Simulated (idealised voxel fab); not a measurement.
Documented hereafter: the process module known as voxel transistor to metal.
Cross-section cut: width 265 nm, square cells of 5 nm.
Cross-section format: a grid of square cells, given as bands from top to bottom; each band is one or more rows of cells. A band entry consists of two parts. The first gives the height of the band's top and the height of its bottom, in nm. The rest lists the band's materials from left to right, each with its width in nm. A single material labelled with the word "full width" fills the band from edge to edge, and the word "blank" marks empty space. Heights are reckoned from 0. Under this level, the received wafer is all of one material. The bottommost band is open-ended downward, for example "0 -> down". A two-number width, for instance "30 to 40", indicates that the width is equal to the first number in the top row of the band and to the second number in the bottom row, and that it changes by a constant amount per row of cells. "no modifications" (step): cross-section cells unchanged, all of them. Basically, "Enclosed void entries" tells you about the enclosed voids: empty spaces with no open way to the top, 8 cells or bigger, each written width x height at distance, where distance is from the left edge, all in nm. On a step's line, text after the settings is the simulator commenting on that step. You can add "overlay nm" to a step's line. For a step with a mask, it describes how far the mask lay to the right of its planned position, and a negative number describes a lay to the left.
Planned process steps
- 1: RECEIVE with material Si
- 2: OXIDIZE with depth nm 5
- 3: CONFORMAL_DEP with material SiN, thk nm 15
- 4: PATTERN with tone cover, mask id ACTIVE, material resist, width nm 105, pitch nm 130, thk nm 20, overlay nm 0
- 5: DIRECTIONAL_ETCH with etch materials SiN, depth nm 15
- 6: DIRECTIONAL_ETCH with etch materials SiO2, depth nm 5
- 7: DIRECTIONAL_ETCH with etch materials Si, depth nm 15
- 8: STRIP with etch materials resist
- 9: OXIDIZE with depth nm 5
- 10: FILL_DEP with material SiO2, thk nm 15
- 11: CMP with height nm 15
- 12: SELECTIVE_ETCH with etch materials SiO2, depth nm 10
- 13: STRIP with etch materials SiN
- 14: SELECTIVE_ETCH with etch materials SiO2, depth nm 5
- 15: OXIDIZE with depth nm 5
- 16: DIRECTIONAL_DEP with material polySi, thk nm 25
- 17: DIRECTIONAL_DEP with material SiCN, thk nm 10
- 18: MASKED_ETCH with tone cover, mask id GATE, width nm 25, pitch nm 130, etch materials SiCN, depth nm 20, overlay nm 0
- 19: MASKED_ETCH with tone cover, mask id GATE, width nm 25, pitch nm 130, etch materials polySi, depth nm 35, overlay nm 0
- 20: CONFORMAL_DEP with material SiN, thk nm 5
- 21: DIRECTIONAL_ETCH with etch materials SiN, depth nm 5
- 22: DIRECTIONAL_ETCH with etch materials SiO2, depth nm 5
- 23: EPI with material nSi, thk nm 5
- 24: FILL_DEP with material SiO2, thk nm 5
- 25: CMP with height nm 30
- 26: DIRECTIONAL_DEP with material SiO2, thk nm 10
- 27: MASKED_ETCH with tone open, mask id CONTACT, width nm 15, etch materials SiO2, depth nm 45, overlay nm 0
- 28: CONFORMAL_DEP with material TiN, thk nm 5
- 29: FILL_DEP with material Ru, thk nm 10
- 30: CMP with height nm 40
- 31: CONFORMAL_DEP with material SiN, thk nm 5
- 32: DIRECTIONAL_DEP with material SiO2, thk nm 25
- 33: MASKED_ETCH with tone open, mask id METAL_1, width nm 15, etch materials SiO2, depth nm 25, overlay nm 0
- 34: MASKED_ETCH with tone open, mask id METAL_1, width nm 15, etch materials SiN, depth nm 5, overlay nm 0
- 35: CONFORMAL_DEP with material TiN, thk nm 5
- 36: FILL_DEP with material Ru, thk nm 10
- 37: CMP with height nm 70
- 38: EPI with material Ru, thk nm 5
- 39: FILL_DEP with material SiCN, thk nm 5
All wafers enter the flow in the same state. The depth nm at step 7 differs from wafer to wafer, and the plan gives the value for the first wafer.
Sectional view: first of several wafers, as received, after step 1
- 0 -> down  Si full width
- Enclosed void entries: none
Table: wafers, a row each; end-of-module cell change per material since receipt, gain (+), loss (-); then closed voids
depth nm 15; +72 Ru; -151 Si; +106 SiCN; +73 SiN; +542 SiO2; +128 TiN; +28 nSi; +50 polySi; Enclosed void entries: none
depth nm 20; +72 Ru; -166 Si; +106 SiCN; +73 SiN; +557 SiO2; +128 TiN; +28 nSi; +50 polySi; Enclosed void entries: none
depth nm 25; +72 Ru; -181 Si; +106 SiCN; +73 SiN; +572 SiO2; +128 TiN; +28 nSi; +50 polySi; Enclosed void entries: none
depth nm 30; +72 Ru; -196 Si; +106 SiCN; +73 SiN; +587 SiO2; +128 TiN; +28 nSi; +50 polySi; Enclosed void entries: none
depth nm 35; +72 Ru; -211 Si; +106 SiCN; +73 SiN; +602 SiO2; +128 TiN; +28 nSi; +50 polySi; Enclosed void entries: none
depth nm 40; +72 Ru; -226 Si; +106 SiCN; +73 SiN; +617 SiO2; +128 TiN; +28 nSi; +50 polySi; Enclosed void entries: none
